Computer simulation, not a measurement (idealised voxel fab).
Documented hereafter: the process module known as voxel transistor to metal.
Square cell edge 5 nm, section width 160 nm, ID cut.
Heads up, the way a cross-section reads in here is a grid of square cells, handed over as bands from the top down, with every band being one or more rows of cells. In this notation a band is specified by the heights of its top and bottom, in that order and in nm, after which its materials appear from left to right, each paired with its width in nm. The word "full width" attached to a single material means that material fills the band from edge to edge; the word "empty" stands for empty space. Ref level 0: as-received wafer is one material below here. Bottom band extends down with no lower bound ("0 and below"). A two-number width, for instance "30..40", indicates that the width is equal to the first number in the top row of the band and to the second number in the bottom row, and that it changes by a constant amount per row of cells. "no modification" after a step means that no cell of the cross-section changed. For the entry "Enclosed internal cavities", the listed items are empty spaces with no open way to the top whose size is 8 cells or more; each item follows the pattern width x height at distance, where distance is from the left edge and all three are in nm. Heads up: the bit after the settings on a step's line is the simulator's remark on that step. overlay nm: mask offset rightward from planned place, masked step; negative means leftward offset.

[Planned process steps]
1,RECEIVE (material Si)
2,CONFORMAL_DEP (material SiO2; thk nm 5)
3,CONFORMAL_DEP (material SiN; thk nm 10)
4,MASKED_ETCH (tone cover; mask id ACTIVE; width nm 100; etch materials SiN; depth nm 10; overlay nm 0)
5,MASKED_ETCH (tone cover; mask id ACTIVE; width nm 100; etch materials SiO2; depth nm 5; overlay nm 0)
6,MASKED_ETCH (tone cover; mask id ACTIVE; width nm 100; etch materials Si; depth nm 20; overlay nm 0)
7,OXIDIZE (depth nm 5)
8,FILL_DEP (material SiO2; thk nm 5)
9,CMP (height nm 15)
10,SELECTIVE_ETCH (etch materials SiO2; depth nm 10)
11,STRIP (etch materials SiN)
12,SELECTIVE_ETCH (etch materials SiO2; depth nm 5)
13,OXIDIZE (depth nm 5)
14,DIRECTIONAL_DEP (material polySi; thk nm 20)
15,DIRECTIONAL_DEP (material SiCN; thk nm 10)
16,DIRECTIONAL_DEP (material aC; thk nm 15)
17,PATTERN (tone cover; mask id GATE; material resist; width nm 30; thk nm 30; overlay nm 0)
18,DIRECTIONAL_ETCH (etch materials aC; depth nm 15)
19,STRIP (etch materials resist)
20,DIRECTIONAL_ETCH (etch materials SiCN; depth nm 20)
21,DIRECTIONAL_ETCH (etch materials polySi; depth nm 30)
22,STRIP (etch materials aC)
23,CONFORMAL_DEP (material SiO2; thk nm 5)
24,DIRECTIONAL_ETCH (etch materials SiO2; depth nm 5)
25,CONFORMAL_DEP (material SiN; thk nm 10)
26,DIRECTIONAL_ETCH (etch materials SiN; depth nm 5)
27,DIRECTIONAL_ETCH (etch materials SiO2; depth nm 5)
28,DIRECTIONAL_ETCH (etch materials Si; depth nm 15)
29,EPI (material SiGe; thk nm 20)
30,FILL_DEP (material SiO2; thk nm 5)
31,CMP (height nm 20)
32,STRIP (etch materials polySi)
33,SELECTIVE_ETCH (etch materials SiO2; depth nm 5)
34,CONFORMAL_DEP (material HfO2; thk nm 5)
35,CONFORMAL_DEP (material TiN; thk nm 5)
36,FILL_DEP (material W; thk nm 5)
37,CMP (height nm 15)
38,DIRECTIONAL_DEP (material SiO2; thk nm 15)
39,MASKED_ETCH (tone open; mask id CONTACT; width nm 15; pitch nm 75; etch materials SiO2; depth nm 15; overlay nm 0)
40,CONFORMAL_DEP (material TiN; thk nm 5)
41,FILL_DEP (material Ru; thk nm 10)
42,CMP (height nm 30)
43,DIRECTIONAL_DEP (material TiN; thk nm 5)
44,DIRECTIONAL_DEP (material W; thk nm 15)
45,DIRECTIONAL_DEP (material aC; thk nm 15)
46,PATTERN (tone cover; mask id METAL_1; material resist; width nm 15; pitch nm 75; thk nm 30; overlay nm 0)
47,DIRECTIONAL_ETCH (etch materials aC; depth nm 15)
48,STRIP (etch materials resist)
49,DIRECTIONAL_ETCH (etch materials W; depth nm 15)
50,DIRECTIONAL_ETCH (etch materials TiN; depth nm 5)
51,STRIP (etch materials aC)
52,FILL_DEP (material lowk; thk nm 10)
53,CMP (height nm 50)
54,CONFORMAL_DEP (material SiN; thk nm 5)
The plan shows the depth nm of step 26 as the first wafer had it; this setting differs between the wafers, which start out alike.

[The first of several wafers as received, shown in cross-section; this is its state after step 1]
    0 and below = Si full width
    Enclosed internal cavities: none

[Below is a per-wafer table. In it, each row describes the wafer at the end of the module by giving, for each material, the number of cells gained (+) or lost (-) since the wafer was received, and after that the closed voids of the wafer]
depth nm 5 | +14 HfO2 | +4 Ru | -88 Si | +64 SiN | +198 SiO2 | +30 TiN | +26 W | +104 lowk | Enclosed internal cavities: none
depth nm 10 | +14 HfO2 | +4 Ru | -106 Si | +50 SiGe | +44 SiN | +186 SiO2 | +30 TiN | +26 W | +104 lowk | Enclosed internal cavities: none
depth nm 15 | +14 HfO2 | +4 Ru | -106 Si | +50 SiGe | +44 SiN | +186 SiO2 | +30 TiN | +26 W | +104 lowk | Enclosed internal cavities: none
depth nm 20 | +14 HfO2 | +4 Ru | -106 Si | +50 SiGe | +44 SiN | +186 SiO2 | +30 TiN | +26 W | +104 lowk | Enclosed internal cavities: none
depth nm 25 | +14 HfO2 | +4 Ru | -106 Si | +50 SiGe | +44 SiN | +186 SiO2 | +30 TiN | +26 W | +104 lowk | Enclosed internal cavities: none
